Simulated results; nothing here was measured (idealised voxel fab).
The name of this process module is voxel tone inversion.
Displayed cross-section: cut, width of 160 nm, square cells sized 5 nm.
Reading order for cross-sections: top band down to bottom band. Underlying form: a grid of square cells. Band size: one or more rows of cells.
For a band, the entry starts with two heights in nm, that of the top and then that of the bottom, and carries on with the band's materials in order from left to right, each alongside its width in nm; the word "full width" beside a single material means it fills the band edge to edge, and "empty" means empty space.
Note: height 0 marks the level under which the wafer is uniformly one material as received. Lowest band unbounded below, written "z 0 and below".
The expression "30..40" gives the width at the extremes of the band, the first number at its top row of cells and the second at its bottom row, with the width changing by equal amounts from each row to the next in between.
You'll sometimes find "no change occurred" written for a step, and that's the way of saying that nowhere in the cross-section did a cell change during that step.
If an empty space has no open way to the top and is at least 8 cells in size, "Sealed voids" lists it, written width x height at distance, where distance is measured from the left edge and every value is in nm.
after a step's settings: what the simulator itself notes on the step
The "overlay nm" setting may appear on a step's line; for a step that uses a mask, it gives how far to the right of its planned position the mask lay, and a negative value indicates the left.

# Steps in the process plan
1: RECEIVE | material Si
2: CONFORMAL_DEP | material SiCN | thk nm 5
3: DIRECTIONAL_DEP | material polySi | thk nm 25
4: PATTERN | tone cover | mask id POSTS | material resist | width nm 25 | pitch nm 50 | thk nm 35 | overlay nm 0
5: DIRECTIONAL_ETCH | etch materials polySi | depth nm 25
6: STRIP | etch materials resist
7: FILL_DEP | material SiO2 | thk nm 10
8: CMP | height nm 30
9: STRIP | etch materials polySi

# Cross-section of the wafer upon arrival, representing the state reached after step 1
  z 0 and below | Si full width
  Sealed voids: none

# Cross-section, first of two wafers, end of module, run as planned
  z 30 to 5 | SiO2=40  empty=25  SiO2=25  empty=25  SiO2=45
  z 5 to 0 | SiCN full width
  z 0 and below | Si full width
  Sealed voids: none

# Cross-sectional view: second of two wafers, end of module; start and plan identical to the first, one mistake in running
  z 30 to 5 | SiO2=40  empty=30  SiO2=20  empty=30  SiO2=40
  z 5 to 0 | SiCN full width
  z 0 and below | Si full width
  Sealed voids: none
Deviation noted in wafer processing: it should be noted that step 4 was executed with settings other than those planned, the operation and settings actually applied being PATTERN | tone cover | mask id POSTS | material resist | width nm 30 | pitch nm 50 | thk nm 35 | overlay nm 0
Wrapping up, a cell-based count of both wafers puts the second over or under the first for these materials: SiO2: 10 fewer
